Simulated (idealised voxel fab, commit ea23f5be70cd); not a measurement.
This is a process module. Its name is voxel air gaps.
This is section cut - it's 185 nm across, gridded in 5 nm square cells.
Think of the cross-section as a grid of square cells. We describe it in bands, top to bottom, and each band covers one or more rows of those cells.
Read a band's entry like this: the first values are the height of its top and the height of its bottom in nm, and what follows is the sequence of materials from left to right, each with its width in nm. Note that "empty" is empty space, and that a single material marked "throughout" reaches across the band from edge to edge.
Height 0 is the level under which the wafer as received is all one material. The lowest band goes on downwards, as in "0 nm and below".
Per-row width for "30->40": begins at first number (top row of band), ends at second number (bottom row), increment between rows held constant.
Take "identical to before" at face value: in the step it is given for, the cross-section changed in none of its cells.
You'll see "Sealed cavities" listing empty spaces that have no way open to the top, as long as they're 8 cells or more; the notation is width x height at distance, where the distance is from the left edge, and all of it is in nm.
The remark found on a step's line after its settings is issued by the simulator itself and pertains to that step.
overlay nm: mask offset rightward from planned place, masked step; negative means leftward offset.

-- Steps planned for the process
1,RECEIVE (material Si)
2,CONFORMAL_DEP (material SiO2; thk nm 10)
3,CONFORMAL_DEP (material SiCN; thk nm 5)
4,DIRECTIONAL_DEP (material SiO2; thk nm 30)
5,PATTERN (tone open; mask id LINES; material resist; width nm 20; pitch nm 50; thk nm 20; overlay nm 0)
6,DIRECTIONAL_ETCH (etch materials SiO2; depth nm 30)
7,STRIP (etch materials resist)
8,CONFORMAL_DEP (material TiN; thk nm 5)
9,FILL_DEP (material Cu; thk nm 5)
10,CMP (height nm 45)
11,EPI (material Ru; thk nm 10)
12,SELECTIVE_ETCH (etch materials SiO2; depth nm 40)
13,CONFORMAL_DEP (material SiCN; thk nm 5)

-- Account of the first of two wafers, which was processed as intended

-- Cross-sectional view of the wafer in its as-received condition, corresponding to the state after step 1
    0 nm and below = Si throughout
    Sealed cavities: none

-- Wafer section view after processing step 2
    10 nm to 0 nm = SiO2 throughout
    Unchanged below 0.

-- Wafer section view after processing step 3
    15 nm to 10 nm = SiCN throughout
    Unchanged below 10.

-- Wafer section view after processing step 4
    45 nm to 15 nm = SiO2 throughout
    Unchanged below 15.

-- Wafer section view after processing step 5
    65 nm to 45 nm = resist 30 nm | empty 20 nm | resist 30 nm | empty 20 nm | resist 30 nm | empty 20 nm | resist 35 nm
    Unchanged below 45.

-- Wafer section view after processing step 6
    65 nm to 45 nm = resist 30 nm | empty 20 nm | resist 30 nm | empty 20 nm | resist 30 nm | empty 20 nm | resist 35 nm
    45 nm to 15 nm = SiO2 30 nm | empty 20 nm | SiO2 30 nm | empty 20 nm | SiO2 30 nm | empty 20 nm | SiO2 35 nm
    Unchanged below 15.

-- Wafer section view after processing step 7
    45 nm to 15 nm = SiO2 30 nm | empty 20 nm | SiO2 30 nm | empty 20 nm | SiO2 30 nm | empty 20 nm | SiO2 35 nm
    Unchanged below 15.

-- Wafer section view after processing step 8
    50 nm to 45 nm = TiN 35 nm | empty 10 nm | TiN 40 nm | empty 10 nm | TiN 40 nm | empty 10 nm | TiN 40 nm
    45 nm to 20 nm = SiO2 30 nm | TiN 5 nm | empty 10 nm | TiN 5 nm | SiO2 30 nm | TiN 5 nm | empty 10 nm | TiN 5 nm | SiO2 30 nm | TiN 5 nm | empty 10 nm | TiN 5 nm | SiO2 35 nm
    20 nm to 15 nm = SiO2 30 nm | TiN 20 nm | SiO2 30 nm | TiN 20 nm | SiO2 30 nm | TiN 20 nm | SiO2 35 nm
    Unchanged below 15.

-- Wafer section view after processing step 9
    55 nm to 50 nm = Cu throughout
    50 nm to 45 nm = TiN 35 nm | Cu 10 nm | TiN 40 nm | Cu 10 nm | TiN 40 nm | Cu 10 nm | TiN 40 nm
    45 nm to 20 nm = SiO2 30 nm | TiN 5 nm | Cu 10 nm | TiN 5 nm | SiO2 30 nm | TiN 5 nm | Cu 10 nm | TiN 5 nm | SiO2 30 nm | TiN 5 nm | Cu 10 nm | TiN 5 nm | SiO2 35 nm
    Unchanged below 20.

-- Wafer section view after processing step 10
    45 nm to 20 nm = SiO2 30 nm | TiN 5 nm | Cu 10 nm | TiN 5 nm | SiO2 30 nm | TiN 5 nm | Cu 10 nm | TiN 5 nm | SiO2 30 nm | TiN 5 nm | Cu 10 nm | TiN 5 nm | SiO2 35 nm
    Unchanged below 20.

-- Wafer section view after processing step 11
    55 nm to 45 nm = empty 20 nm | Ru 40 nm | empty 10 nm | Ru 40 nm | empty 10 nm | Ru 40 nm | empty 25 nm
    Unchanged below 45.

-- Wafer section view after processing step 12
    55 nm to 45 nm = empty 20 nm | Ru 40 nm | empty 10 nm | Ru 40 nm | empty 10 nm | Ru 40 nm | empty 25 nm
    45 nm to 20 nm = empty 30 nm | TiN 5 nm | Cu 10 nm | TiN 5 nm | empty 30 nm | TiN 5 nm | Cu 10 nm | TiN 5 nm | empty 30 nm | TiN 5 nm | Cu 10 nm | TiN 5 nm | empty 35 nm
    20 nm to 15 nm = empty 30 nm | TiN 20 nm | empty 30 nm | TiN 20 nm | empty 30 nm | TiN 20 nm | empty 35 nm
    Unchanged below 15.

-- Wafer section view after processing step 13
    60 nm to 55 nm = empty 15 nm | SiCN 150 nm | empty 20 nm
    55 nm to 45 nm = empty 15 nm | SiCN 5 nm | Ru 40 nm | SiCN 10 nm | Ru 40 nm | SiCN 10 nm | Ru 40 nm | SiCN 5 nm | empty 20 nm
    45 nm to 40 nm = empty 15 nm | SiCN 15 nm | TiN 5 nm | Cu 10 nm | TiN 5 nm | SiCN 30 nm | TiN 5 nm | Cu 10 nm | TiN 5 nm | SiCN 30 nm | TiN 5 nm | Cu 10 nm | TiN 5 nm | SiCN 15 nm | empty 20 nm
    40 nm to 20 nm = empty 25 nm | SiCN 5 nm | TiN 5 nm | Cu 10 nm | TiN 5 nm | SiCN 5 nm | empty 20 nm | SiCN 5 nm | TiN 5 nm | Cu 10 nm | TiN 5 nm | SiCN 5 nm | empty 20 nm | SiCN 5 nm | TiN 5 nm | Cu 10 nm | TiN 5 nm | SiCN 5 nm | empty 30 nm
    20 nm to 15 nm = SiCN 30 nm | TiN 20 nm | SiCN 30 nm | TiN 20 nm | SiCN 30 nm | TiN 20 nm | SiCN 35 nm
    Unchanged below 15.
    Sealed cavities: 20 x 20 at 55; 20 x 20 at 105

-- The Second Wafer: Common Origin and Plan, One Mistake in Execution, Identical to the First Through Step 2

-- Second wafer, cross-section, planned end of step 3
    40 nm to 0 nm = SiO2 throughout
    Unchanged below 0.

-- Second wafer, cross-section, planned end of step 4
    45 nm to 40 nm = SiCN throughout
    Unchanged below 40.

-- Second wafer, cross-section, planned end of step 5
    65 nm to 45 nm = resist 30 nm | empty 20 nm | resist 30 nm | empty 20 nm | resist 30 nm | empty 20 nm | resist 35 nm
    Unchanged below 45.

Second wafer, cross-section, planned end of step 6: identical to before

-- Second wafer, cross-section, planned end of step 7
    45 nm to 40 nm = SiCN throughout
    Unchanged below 40.

-- Second wafer, cross-section, planned end of step 8
    50 nm to 45 nm = TiN throughout
    Unchanged below 45.

-- Second wafer, cross-section, planned end of step 9
    55 nm to 50 nm = Cu throughout
    Unchanged below 50.

-- Second wafer, cross-section, planned end of step 10
    45 nm to 40 nm = SiCN throughout
    Unchanged below 40.

Second wafer, cross-section, planned end of step 11: identical to before

Second wafer, cross-section, planned end of step 12: identical to before

-- Second wafer, cross-section, planned end of step 13
    50 nm to 40 nm = SiCN throughout
    Unchanged below 40.
What was done differently from what was planned? mixed up steps 3 and 4 - ran each in the other's place
At the finish, the second wafer shows more or fewer cells for some materials than the first does: Cu -30; Ru -48; SiCN -72; SiO2 +222; TiN -42
First wafer closed voids (final) = 2; second wafer closed voids (final) = 0.
